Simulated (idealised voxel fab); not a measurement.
Process module under the name voxel transistor to metal
Each square cell in cross-section cut measures 5 nm, and the section as a whole is 300 nm wide.
A cross-section is written here as square cells arranged in a grid, and it is given in bands from the top down, each band taking up one or more rows of cells.
Quick guide to a band line: top height, bottom height (nm) up front; then every material left to right with its width in nm. Only one material and it's marked "everywhere"? Then it fills the band edge to edge. And "empty" just means empty space.
Heights from 0 (as-received wafer is one material below). Bottom band endless downward, as "0..down".
Read "30->40" as a graded width: first number on top, second number at the bottom, same change between each pair of neighbouring rows.
"no change" -> step changed no cross-section cell.
"Entrapped voids" contains a list of empty spaces, each no smaller than 8 cells and without an open way to the top, written in the form width x height at distance with the distance from the left edge and all three in nm.
Past the settings on a step's line: simulator remark, on that step.
overlay nm: how far to the right of its planned place the mask lay on this masked step (negative: to the left).
The planned process steps are enumerated hereunder:
1,RECEIVE: material Si
2,CONFORMAL_DEP: material SiO2, thk nm 5
3,CONFORMAL_DEP: material SiN, thk nm 15
4,MASKED_ETCH: tone cover, mask id ACTIVE, width nm 115, pitch nm 140, etch materials SiN, depth nm 15, overlay nm 0
5,MASKED_ETCH: tone cover, mask id ACTIVE, width nm 115, pitch nm 140, etch materials SiO2, depth nm 5, overlay nm 0
6,MASKED_ETCH: tone cover, mask id ACTIVE, width nm 115, pitch nm 140, etch materials Si, depth nm 25, overlay nm 0
7,FILL_DEP: material SiO2, thk nm 5
8,CMP: height nm 20
9,SELECTIVE_ETCH: etch materials SiO2, depth nm 15
10,STRIP: etch materials SiN
11,SELECTIVE_ETCH: etch materials SiO2, depth nm 5
12,OXIDIZE: depth nm 5
13,DIRECTIONAL_DEP: material polySi, thk nm 25
14,DIRECTIONAL_DEP: material SiCN, thk nm 15
15,DIRECTIONAL_DEP: material aC, thk nm 15
16,PATTERN: tone cover, mask id GATE, material resist, width nm 35, pitch nm 140, thk nm 30, overlay nm 0
17,DIRECTIONAL_ETCH: etch materials aC, depth nm 15
18,STRIP: etch materials resist
19,DIRECTIONAL_ETCH: etch materials SiCN, depth nm 25
20,DIRECTIONAL_ETCH: etch materials polySi, depth nm 35
21,STRIP: etch materials aC
22,CONFORMAL_DEP: material SiO2, thk nm 5
23,DIRECTIONAL_ETCH: etch materials SiO2, depth nm 5
24,CONFORMAL_DEP: material SiN, thk nm 10
25,DIRECTIONAL_ETCH: etch materials SiN, depth nm 10
26,DIRECTIONAL_ETCH: etch materials SiO2, depth nm 5
27,EPI: material nSi, thk nm 5
28,FILL_DEP: material SiO2, thk nm 10
29,CMP: height nm 25
30,STRIP: etch materials polySi
31,SELECTIVE_ETCH: etch materials SiO2, depth nm 5
32,CONFORMAL_DEP: material HfO2, thk nm 5
33,CONFORMAL_DEP: material TiN, thk nm 5
34,FILL_DEP: material W, thk nm 5
35,CMP: height nm 20
36,DIRECTIONAL_DEP: material SiO2, thk nm 15
37,DIRECTIONAL_DEP: material aC, thk nm 10
38,PATTERN: tone open, mask id CONTACT, material resist, width nm 15, thk nm 25, overlay nm 0
39,DIRECTIONAL_ETCH: etch materials aC, depth nm 10
40,STRIP: etch materials resist
41,DIRECTIONAL_ETCH: etch materials SiO2, depth nm 35
42,STRIP: etch materials aC
43,CONFORMAL_DEP: material TiN, thk nm 5
44,FILL_DEP: material W, thk nm 5
45,CMP: height nm 35
46,DIRECTIONAL_DEP: material TiN, thk nm 5
47,DIRECTIONAL_DEP: material W, thk nm 25
48,DIRECTIONAL_DEP: material aC, thk nm 15
49,PATTERN: tone cover, mask id METAL_1, material resist, width nm 15, thk nm 35, overlay nm 0
50,DIRECTIONAL_ETCH: etch materials aC, depth nm 15
51,STRIP: etch materials resist
52,DIRECTIONAL_ETCH: etch materials W, depth nm 25
53,DIRECTIONAL_ETCH: etch materials TiN, depth nm 5
54,STRIP: etch materials aC
55,FILL_DEP: material SiO2, thk nm 10
56,CMP: height nm 65
57,CONFORMAL_DEP: material SiN, thk nm 5
This is the cross-section of the wafer as we received it, i.e. after step 1:
  0..down  Si everywhere
  Entrapped voids: none
Post-module cross-section of the first of two wafers (run per plan):
  70..65  SiN everywhere
  65..40  SiO2 30 nm; W 15 nm; SiO2 65 nm; W 15 nm; SiO2 45 nm; W 15 nm; SiO2 65 nm; W 15 nm; SiO2 35 nm
  40..35  SiO2 30 nm; TiN 15 nm; SiO2 65 nm; TiN 15 nm; SiO2 45 nm; TiN 15 nm; SiO2 65 nm; TiN 15 nm; SiO2 35 nm
  35..20  SiO2 30 nm; TiN 5 nm; W 5 nm; TiN 5 nm; SiO2 65 nm; TiN 5 nm; W 5 nm; TiN 5 nm; SiO2 45 nm; TiN 5 nm; W 5 nm; TiN 5 nm; SiO2 65 nm; TiN 5 nm; W 5 nm; TiN 5 nm; SiO2 35 nm
  20..5  SiO2 30 nm; TiN 5 nm; W 5 nm; TiN 5 nm; SiN 10 nm; HfO2 5 nm; TiN 5 nm; W 25 nm; TiN 5 nm; HfO2 5 nm; SiN 10 nm; TiN 5 nm; W 5 nm; TiN 5 nm; SiO2 45 nm; TiN 5 nm; W 5 nm; TiN 5 nm; SiN 10 nm; HfO2 5 nm; TiN 5 nm; W 25 nm; TiN 5 nm; HfO2 5 nm; SiN 10 nm; TiN 5 nm; W 5 nm; TiN 5 nm; SiO2 35 nm
  5..0  SiO2 30 nm; TiN 15 nm; SiN 10 nm; HfO2 5 nm; TiN 35 nm; HfO2 5 nm; SiN 10 nm; TiN 15 nm; SiO2 45 nm; TiN 15 nm; SiN 10 nm; HfO2 5 nm; TiN 35 nm; HfO2 5 nm; SiN 10 nm; TiN 15 nm; SiO2 35 nm
  0..-5  SiO2 15 nm; nSi 30 nm; SiO2 10 nm; HfO2 45 nm; SiO2 10 nm; nSi 30 nm; SiO2 15 nm; nSi 30 nm; SiO2 10 nm; HfO2 45 nm; SiO2 10 nm; nSi 30 nm; SiO2 20 nm
  -5..-25  SiO2 20 nm; Si 115 nm; SiO2 25 nm; Si 115 nm; SiO2 25 nm
  -25..down  Si everywhere
  Entrapped voids: none
Cross-section of the latter of the two wafers at module completion. It had an identical start and an identical plan to the former; in running it, one mistake was made:
  70..65  SiN everywhere
  65..40  SiO2 30 nm; W 15 nm; SiO2 65 nm; W 15 nm; SiO2 45 nm; W 15 nm; SiO2 65 nm; W 15 nm; SiO2 35 nm
  40..35  SiO2 30 nm; TiN 15 nm; SiO2 65 nm; TiN 15 nm; SiO2 45 nm; TiN 15 nm; SiO2 65 nm; TiN 15 nm; SiO2 35 nm
  35..30  W 35 nm; TiN 30 nm; W 25 nm; TiN 30 nm; W 55 nm; TiN 30 nm; W 25 nm; TiN 30 nm; W 40 nm
  30..25  TiN 40 nm; HfO2 20 nm; TiN 5 nm; W 25 nm; TiN 5 nm; HfO2 20 nm; TiN 65 nm; HfO2 20 nm; TiN 5 nm; W 25 nm; TiN 5 nm; HfO2 20 nm; TiN 45 nm
  25..20  HfO2 45 nm; SiN 10 nm; HfO2 5 nm; TiN 5 nm; W 25 nm; TiN 5 nm; HfO2 5 nm; SiN 10 nm; HfO2 75 nm; SiN 10 nm; HfO2 5 nm; TiN 5 nm; W 25 nm; TiN 5 nm; HfO2 5 nm; SiN 10 nm; HfO2 50 nm
  20..5  SiO2 45 nm; SiN 10 nm; HfO2 5 nm; TiN 5 nm; W 25 nm; TiN 5 nm; HfO2 5 nm; SiN 10 nm; SiO2 75 nm; SiN 10 nm; HfO2 5 nm; TiN 5 nm; W 25 nm; TiN 5 nm; HfO2 5 nm; SiN 10 nm; SiO2 50 nm
  5..0  SiO2 45 nm; SiN 10 nm; HfO2 5 nm; TiN 35 nm; HfO2 5 nm; SiN 10 nm; SiO2 75 nm; SiN 10 nm; HfO2 5 nm; TiN 35 nm; HfO2 5 nm; SiN 10 nm; SiO2 50 nm
  0..-5  SiO2 15 nm; nSi 30 nm; SiO2 10 nm; HfO2 45 nm; SiO2 10 nm; nSi 30 nm; SiO2 15 nm; nSi 30 nm; SiO2 10 nm; HfO2 45 nm; SiO2 10 nm; nSi 30 nm; SiO2 20 nm
  -5..-25  SiO2 20 nm; Si 115 nm; SiO2 25 nm; Si 115 nm; SiO2 25 nm
  -25..down  Si everywhere
  Entrapped voids: none
Plan not followed: no execution of plan step 35; skipped
Wafer comparison, final, in cells, second relative to first, materials more or fewer: 54 more of HfO2; 8 more of SiN; 96 fewer of SiO2; 2 more of TiN; 32 more of W
